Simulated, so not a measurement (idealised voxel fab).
process module | voxel capacitor over wiring
Pictured: cross-section cut, 265 nm wide, on a grid of 5 nm square cells.
Heads up, the way a cross-section reads in here is a grid of square cells, handed over as bands from the top down, with every band being one or more rows of cells. What a band's entry tells you: where the top is and where the bottom is, as heights in nm, and after that what lies inside, material by material from left to right, each with its width in nm. Empty space is written as the word "air", and a single material marked with the word "full width" occupies the band from edge to edge. Height is counted from the level 0, under which the received wafer is composed throughout of one material. The lowest of the bands is not closed at the bottom but continues downward, in the notation "top 0, no bottom". The notation "30..40" denotes a width that varies across the rows of cells in the band, beginning at the first number in the top row, finishing at the second number in the bottom row, and changing by an identical amount from each row to the next. Where a step carries "no change occurred", the cross-section came out of it unchanged, cell for cell. So "Enclosed cavities" is basically the list of trapped voids: any empty space of 8 cells or more that can't reach the top through an opening. They're written width x height at distance, the distance being from the left edge, and it's all nm. On a step's line, text after the settings is the simulator commenting on that step. The "overlay nm" setting may appear on a step's line; for a step that uses a mask, it gives how far to the right of its planned position the mask lay, and a negative value indicates the left.

The steps planned for the process are as follows
1,RECEIVE: material Si
2,CONFORMAL_DEP: material SiO2, thk nm 15
3,CONFORMAL_DEP: material SiCN, thk nm 5
4,DIRECTIONAL_DEP: material SiO2, thk nm 20
5,MASKED_ETCH: tone open, mask id METAL_1, width nm 30, pitch nm 90, etch materials SiO2, depth nm 20, overlay nm 0
6,MASKED_ETCH: tone open, mask id METAL_1, width nm 30, pitch nm 90, etch materials SiCN, depth nm 5, overlay nm 0
7,CONFORMAL_DEP: material TiN, thk nm 5
8,FILL_DEP: material Cu, thk nm 10
9,CMP: height nm 40
10,CONFORMAL_DEP: material SiCN, thk nm 5
11,DIRECTIONAL_DEP: material lowk, thk nm 15
12,PATTERN: tone open, mask id PLUG_1, material resist, width nm 15, thk nm 20, overlay nm 0
13,DIRECTIONAL_ETCH: etch materials lowk, depth nm 15
14,DIRECTIONAL_ETCH: etch materials SiCN, depth nm 5
15,STRIP: etch materials resist
16,EPI: material Ru, thk nm 10
17,EPI: material Ru, thk nm 10
18,DIRECTIONAL_DEP: material TiN, thk nm 5
19,DIRECTIONAL_DEP: material HfO2, thk nm 5
20,DIRECTIONAL_DEP: material TiN, thk nm 5
21,DIRECTIONAL_DEP: material aC, thk nm 15
22,PATTERN: tone cover, mask id UPPER_PLATE, material resist, width nm 65, thk nm 30, overlay nm 0
23,DIRECTIONAL_ETCH: etch materials aC, depth nm 15
24,STRIP: etch materials resist
25,DIRECTIONAL_ETCH: etch materials TiN, depth nm 5
26,DIRECTIONAL_ETCH: etch materials HfO2, depth nm 5
27,STRIP: etch materials aC
28,MASKED_ETCH: tone cover, mask id LOWER_PLATE, width nm 75, etch materials TiN, depth nm 5, overlay nm 0
29,FILL_DEP: material SiO2, thk nm 15
30,CMP: height nm 85
31,DIRECTIONAL_DEP: material aC, thk nm 15
32,PATTERN: tone open, mask id PLUG_2, material resist, width nm 15, thk nm 30, overlay nm 0
33,DIRECTIONAL_ETCH: etch materials aC, depth nm 15
34,STRIP: etch materials resist
35,DIRECTIONAL_ETCH: etch materials SiO2, depth nm 10
36,STRIP: etch materials aC
37,CONFORMAL_DEP: material TiN, thk nm 5
38,FILL_DEP: material Cu, thk nm 5
39,CMP: height nm 85
40,CONFORMAL_DEP: material SiCN, thk nm 5

The following pertains to the first of two wafers, which was processed as planned

Cross-section of the wafer upon arrival, representing the state reached after step 1
- top 0, no bottom | Si full width
- Enclosed cavities: none

Wafer section view after processing step 2
- top 15, bottom 0 | SiO2 full width
- Below 0, no change.

Wafer section view after processing step 3
- top 20, bottom 15 | SiCN full width
- Below 15, no change.

Wafer section view after processing step 4
- top 40, bottom 20 | SiO2 full width
- Below 20, no change.

Wafer section view after processing step 5
- top 40, bottom 20 | 70 nm SiO2 | 30 nm air | 60 nm SiO2 | 30 nm air | 75 nm SiO2
- Below 20, no change.

Wafer section view after processing step 6
- top 40, bottom 20 | 70 nm SiO2 | 30 nm air | 60 nm SiO2 | 30 nm air | 75 nm SiO2
- top 20, bottom 15 | 70 nm SiCN | 30 nm air | 60 nm SiCN | 30 nm air | 75 nm SiCN
- Below 15, no change.

Wafer section view after processing step 7
- top 45, bottom 40 | 75 nm TiN | 20 nm air | 70 nm TiN | 20 nm air | 80 nm TiN
- top 40, bottom 20 | 70 nm SiO2 | 5 nm TiN | 20 nm air | 5 nm TiN | 60 nm SiO2 | 5 nm TiN | 20 nm air | 5 nm TiN | 75 nm SiO2
- top 20, bottom 15 | 70 nm SiCN | 30 nm TiN | 60 nm SiCN | 30 nm TiN | 75 nm SiCN
- Below 15, no change.

Wafer section view after processing step 8
- top 55, bottom 45 | Cu full width
- top 45, bottom 40 | 75 nm TiN | 20 nm Cu | 70 nm TiN | 20 nm Cu | 80 nm TiN
- top 40, bottom 20 | 70 nm SiO2 | 5 nm TiN | 20 nm Cu | 5 nm TiN | 60 nm SiO2 | 5 nm TiN | 20 nm Cu | 5 nm TiN | 75 nm SiO2
- Below 20, no change.

Wafer section view after processing step 9
- top 40, bottom 20 | 70 nm SiO2 | 5 nm TiN | 20 nm Cu | 5 nm TiN | 60 nm SiO2 | 5 nm TiN | 20 nm Cu | 5 nm TiN | 75 nm SiO2
- Below 20, no change.

Wafer section view after processing step 10
- top 45, bottom 40 | SiCN full width
- Below 40, no change.

Wafer section view after processing step 11
- top 60, bottom 45 | lowk full width
- Below 45, no change.

Wafer section view after processing step 12
- top 80, bottom 60 | 85 nm resist | 15 nm air | 165 nm resist
- Below 60, no change.

Wafer section view after processing step 13
- top 80, bottom 60 | 85 nm resist | 15 nm air | 165 nm resist
- top 60, bottom 45 | 85 nm lowk | 15 nm air | 165 nm lowk
- Below 45, no change.

Wafer section view after processing step 14
- top 80, bottom 60 | 85 nm resist | 15 nm air | 165 nm resist
- top 60, bottom 45 | 85 nm lowk | 15 nm air | 165 nm lowk
- top 45, bottom 40 | 85 nm SiCN | 15 nm air | 165 nm SiCN
- Below 40, no change.

Wafer section view after processing step 15
- top 60, bottom 45 | 85 nm lowk | 15 nm air | 165 nm lowk
- Below 45, no change.

Wafer section view after processing step 16
- top 60, bottom 50 | 85 nm lowk | 15 nm air | 165 nm lowk
- top 50, bottom 45 | 85 nm lowk | 15 nm Ru | 165 nm lowk
- top 45, bottom 40 | 85 nm SiCN | 15 nm Ru | 165 nm SiCN
- Below 40, no change.

Wafer section view after processing step 17
- top 60, bottom 45 | 85 nm lowk | 15 nm Ru | 165 nm lowk
- Below 45, no change.

Wafer section view after processing step 18
- top 65, bottom 60 | TiN full width
- Below 60, no change.

Wafer section view after processing step 19
- top 70, bottom 65 | HfO2 full width
- Below 65, no change.

Wafer section view after processing step 20
- top 75, bottom 70 | TiN full width
- Below 70, no change.

Wafer section view after processing step 21
- top 90, bottom 75 | aC full width
- Below 75, no change.

Wafer section view after processing step 22
- top 120, bottom 90 | 85 nm air | 65 nm resist | 115 nm air
- Below 90, no change.

Wafer section view after processing step 23
- top 105, bottom 90 | 85 nm air | 65 nm resist | 115 nm air
- top 90, bottom 75 | 85 nm air | 65 nm aC | 115 nm air
- Below 75, no change.

Wafer section view after processing step 24
- top 90, bottom 75 | 85 nm air | 65 nm aC | 115 nm air
- Below 75, no change.

Wafer section view after processing step 25
- top 90, bottom 75 | 85 nm air | 65 nm aC | 115 nm air
- top 75, bottom 70 | 85 nm air | 65 nm TiN | 115 nm air
- Below 70, no change.

Wafer section view after processing step 26
- top 90, bottom 75 | 85 nm air | 65 nm aC | 115 nm air
- top 75, bottom 70 | 85 nm air | 65 nm TiN | 115 nm air
- top 70, bottom 65 | 85 nm air | 65 nm HfO2 | 115 nm air
- Below 65, no change.

Wafer section view after processing step 27
- top 75, bottom 70 | 85 nm air | 65 nm TiN | 115 nm air
- Below 70, no change.

Wafer section view after processing step 28
- top 75, bottom 70 | 85 nm air | 65 nm TiN | 115 nm air
- top 70, bottom 65 | 85 nm air | 65 nm HfO2 | 115 nm air
- top 65, bottom 60 | 80 nm air | 75 nm TiN | 110 nm air
- Below 60, no change.

Wafer section view after processing step 29
- top 90, bottom 75 | SiO2 full width
- top 75, bottom 70 | 85 nm SiO2 | 65 nm TiN | 115 nm SiO2
- top 70, bottom 65 | 85 nm SiO2 | 65 nm HfO2 | 115 nm SiO2
- top 65, bottom 60 | 80 nm SiO2 | 75 nm TiN | 110 nm SiO2
- Below 60, no change.

Wafer section view after processing step 30
- top 85, bottom 75 | SiO2 full width
- Below 75, no change.

Wafer section view after processing step 31
- top 100, bottom 85 | aC full width
- Below 85, no change.

Wafer section view after processing step 32
- top 130, bottom 100 | 95 nm resist | 15 nm air | 155 nm resist
- Below 100, no change.

Wafer section view after processing step 33
- top 115, bottom 100 | 95 nm resist | 15 nm air | 155 nm resist
- top 100, bottom 85 | 95 nm aC | 15 nm air | 155 nm aC
- Below 85, no change.

Wafer section view after processing step 34
- top 100, bottom 85 | 95 nm aC | 15 nm air | 155 nm aC
- Below 85, no change.

Wafer section view after processing step 35
- top 100, bottom 85 | 95 nm aC | 15 nm air | 155 nm aC
- top 85, bottom 75 | 95 nm SiO2 | 15 nm air | 155 nm SiO2
- Below 75, no change.

Wafer section view after processing step 36
- top 85, bottom 75 | 95 nm SiO2 | 15 nm air | 155 nm SiO2
- Below 75, no change.

Wafer section view after processing step 37
- top 90, bottom 85 | 100 nm TiN | 5 nm air | 160 nm TiN
- top 85, bottom 80 | 95 nm SiO2 | 5 nm TiN | 5 nm air | 5 nm TiN | 155 nm SiO2
- top 80, bottom 70 | 95..85 nm SiO2 | 15..65 nm TiN | 155..115 nm SiO2
- Below 70, no change.

Wafer section view after processing step 38
- top 95, bottom 90 | Cu full width
- top 90, bottom 85 | 100 nm TiN | 5 nm Cu | 160 nm TiN
- top 85, bottom 80 | 95 nm SiO2 | 5 nm TiN | 5 nm Cu | 5 nm TiN | 155 nm SiO2
- Below 80, no change.

Wafer section view after processing step 39
- top 85, bottom 80 | 95 nm SiO2 | 5 nm TiN | 5 nm Cu | 5 nm TiN | 155 nm SiO2
- Below 80, no change.

Wafer section view after processing step 40
- top 90, bottom 85 | SiCN full width
- Below 85, no change.

Wafer two of the pair: same origin, same plan, one error during the run; identical to wafer one up to and including step 6

Second wafer cross-section, taken as of the time the plan sets for step 7 to be done
- top 45, bottom 40 | 75 nm Ru | 20 nm air | 70 nm Ru | 20 nm air | 80 nm Ru
- top 40, bottom 20 | 70 nm SiO2 | 5 nm Ru | 20 nm air | 5 nm Ru | 60 nm SiO2 | 5 nm Ru | 20 nm air | 5 nm Ru | 75 nm SiO2
- top 20, bottom 15 | 70 nm SiCN | 30 nm Ru | 60 nm SiCN | 30 nm Ru | 75 nm SiCN
- Below 15, no change.

Second wafer cross-section, taken as of the time the plan sets for step 8 to be done
- top 55, bottom 45 | Cu full width
- top 45, bottom 40 | 75 nm Ru | 20 nm Cu | 70 nm Ru | 20 nm Cu | 80 nm Ru
- top 40, bottom 20 | 70 nm SiO2 | 5 nm Ru | 20 nm Cu | 5 nm Ru | 60 nm SiO2 | 5 nm Ru | 20 nm Cu | 5 nm Ru | 75 nm SiO2
- Below 20, no change.

Second wafer cross-section, taken as of the time the plan sets for step 9 to be done
- top 40, bottom 20 | 70 nm SiO2 | 5 nm Ru | 20 nm Cu | 5 nm Ru | 60 nm SiO2 | 5 nm Ru | 20 nm Cu | 5 nm Ru | 75 nm SiO2
- Below 20, no change.

Second wafer cross-section, taken as of the time the plan sets for step 10 to be done
- top 45, bottom 40 | SiCN full width
- Below 40, no change.

Second wafer cross-section, taken as of the time the plan sets for step 11 to be done
- top 60, bottom 45 | lowk full width
- Below 45, no change.

Second wafer cross-section, taken as of the time the plan sets for step 12 to be done
- top 80, bottom 60 | 85 nm resist | 15 nm air | 165 nm resist
- Below 60, no change.

Second wafer cross-section, taken as of the time the plan sets for step 13 to be done
- top 80, bottom 60 | 85 nm resist | 15 nm air | 165 nm resist
- top 60, bottom 45 | 85 nm lowk | 15 nm air | 165 nm lowk
- Below 45, no change.

Second wafer cross-section, taken as of the time the plan sets for step 14 to be done
- top 80, bottom 60 | 85 nm resist | 15 nm air | 165 nm resist
- top 60, bottom 45 | 85 nm lowk | 15 nm air | 165 nm lowk
- top 45, bottom 40 | 85 nm SiCN | 15 nm air | 165 nm SiCN
- Below 40, no change.

Second wafer cross-section, taken as of the time the plan sets for step 15 to be done
- top 60, bottom 45 | 85 nm lowk | 15 nm air | 165 nm lowk
- Below 45, no change.

Second wafer cross-section, taken as of the time the plan sets for step 16 to be done
- top 60, bottom 50 | 85 nm lowk | 15 nm air | 165 nm lowk
- top 50, bottom 45 | 85 nm lowk | 15 nm Ru | 165 nm lowk
- top 45, bottom 40 | 85 nm SiCN | 15 nm Ru | 165 nm SiCN
- Below 40, no change.

Second wafer cross-section, taken as of the time the plan sets for step 17 to be done
- top 60, bottom 45 | 85 nm lowk | 15 nm Ru | 165 nm lowk
- Below 45, no change.

Second wafer cross-section, taken as of the time the plan sets for step 18 to be done
- top 65, bottom 60 | TiN full width
- Below 60, no change.

Second wafer cross-section, taken as of the time the plan sets for step 19 to be done
- top 70, bottom 65 | HfO2 full width
- Below 65, no change.

Second wafer cross-section, taken as of the time the plan sets for step 20 to be done
- top 75, bottom 70 | TiN full width
- Below 70, no change.

Second wafer cross-section, taken as of the time the plan sets for step 21 to be done
- top 90, bottom 75 | aC full width
- Below 75, no change.

Second wafer cross-section, taken as of the time the plan sets for step 22 to be done
- top 120, bottom 90 | 85 nm air | 65 nm resist | 115 nm air
- Below 90, no change.

Second wafer cross-section, taken as of the time the plan sets for step 23 to be done
- top 105, bottom 90 | 85 nm air | 65 nm resist | 115 nm air
- top 90, bottom 75 | 85 nm air | 65 nm aC | 115 nm air
- Below 75, no change.

Second wafer cross-section, taken as of the time the plan sets for step 24 to be done
- top 90, bottom 75 | 85 nm air | 65 nm aC | 115 nm air
- Below 75, no change.

Second wafer cross-section, taken as of the time the plan sets for step 25 to be done
- top 90, bottom 75 | 85 nm air | 65 nm aC | 115 nm air
- top 75, bottom 70 | 85 nm air | 65 nm TiN | 115 nm air
- Below 70, no change.

Second wafer cross-section, taken as of the time the plan sets for step 26 to be done
- top 90, bottom 75 | 85 nm air | 65 nm aC | 115 nm air
- top 75, bottom 70 | 85 nm air | 65 nm TiN | 115 nm air
- top 70, bottom 65 | 85 nm air | 65 nm HfO2 | 115 nm air
- Below 65, no change.

Second wafer cross-section, taken as of the time the plan sets for step 27 to be done
- top 75, bottom 70 | 85 nm air | 65 nm TiN | 115 nm air
- Below 70, no change.

Second wafer cross-section, taken as of the time the plan sets for step 28 to be done
- top 75, bottom 70 | 85 nm air | 65 nm TiN | 115 nm air
- top 70, bottom 65 | 85 nm air | 65 nm HfO2 | 115 nm air
- top 65, bottom 60 | 80 nm air | 75 nm TiN | 110 nm air
- Below 60, no change.

Second wafer cross-section, taken as of the time the plan sets for step 29 to be done
- top 90, bottom 75 | SiO2 full width
- top 75, bottom 70 | 85 nm SiO2 | 65 nm TiN | 115 nm SiO2
- top 70, bottom 65 | 85 nm SiO2 | 65 nm HfO2 | 115 nm SiO2
- top 65, bottom 60 | 80 nm SiO2 | 75 nm TiN | 110 nm SiO2
- Below 60, no change.

Second wafer cross-section, taken as of the time the plan sets for step 30 to be done
- top 85, bottom 75 | SiO2 full width
- Below 75, no change.

Second wafer cross-section, taken as of the time the plan sets for step 31 to be done
- top 100, bottom 85 | aC full width
- Below 85, no change.

Second wafer cross-section, taken as of the time the plan sets for step 32 to be done
- top 130, bottom 100 | 95 nm resist | 15 nm air | 155 nm resist
- Below 100, no change.

Second wafer cross-section, taken as of the time the plan sets for step 33 to be done
- top 115, bottom 100 | 95 nm resist | 15 nm air | 155 nm resist
- top 100, bottom 85 | 95 nm aC | 15 nm air | 155 nm aC
- Below 85, no change.

Second wafer cross-section, taken as of the time the plan sets for step 34 to be done
- top 100, bottom 85 | 95 nm aC | 15 nm air | 155 nm aC
- Below 85, no change.

Second wafer cross-section, taken as of the time the plan sets for step 35 to be done
- top 100, bottom 85 | 95 nm aC | 15 nm air | 155 nm aC
- top 85, bottom 75 | 95 nm SiO2 | 15 nm air | 155 nm SiO2
- Below 75, no change.

Second wafer cross-section, taken as of the time the plan sets for step 36 to be done
- top 85, bottom 75 | 95 nm SiO2 | 15 nm air | 155 nm SiO2
- Below 75, no change.

Second wafer cross-section, taken as of the time the plan sets for step 37 to be done
- top 90, bottom 85 | 100 nm TiN | 5 nm air | 160 nm TiN
- top 85, bottom 80 | 95 nm SiO2 | 5 nm TiN | 5 nm air | 5 nm TiN | 155 nm SiO2
- top 80, bottom 70 | 95..85 nm SiO2 | 15..65 nm TiN | 155..115 nm SiO2
- Below 70, no change.

Second wafer cross-section, taken as of the time the plan sets for step 38 to be done
- top 95, bottom 90 | Cu full width
- top 90, bottom 85 | 100 nm TiN | 5 nm Cu | 160 nm TiN
- top 85, bottom 80 | 95 nm SiO2 | 5 nm TiN | 5 nm Cu | 5 nm TiN | 155 nm SiO2
- Below 80, no change.

Second wafer cross-section, taken as of the time the plan sets for step 39 to be done
- top 85, bottom 80 | 95 nm SiO2 | 5 nm TiN | 5 nm Cu | 5 nm TiN | 155 nm SiO2
- Below 80, no change.

Second wafer cross-section, taken as of the time the plan sets for step 40 to be done
- top 90, bottom 85 | SiCN full width
- Below 85, no change.
Nonconformance to the process plan: so step 7 ended up running with a different setting than we planned, it ran as CONFORMAL_DEP: material Ru, thk nm 5
Final wafer comparison in cells, second versus first, more or fewer per material: Ru: 28 more; TiN: 28 fewer
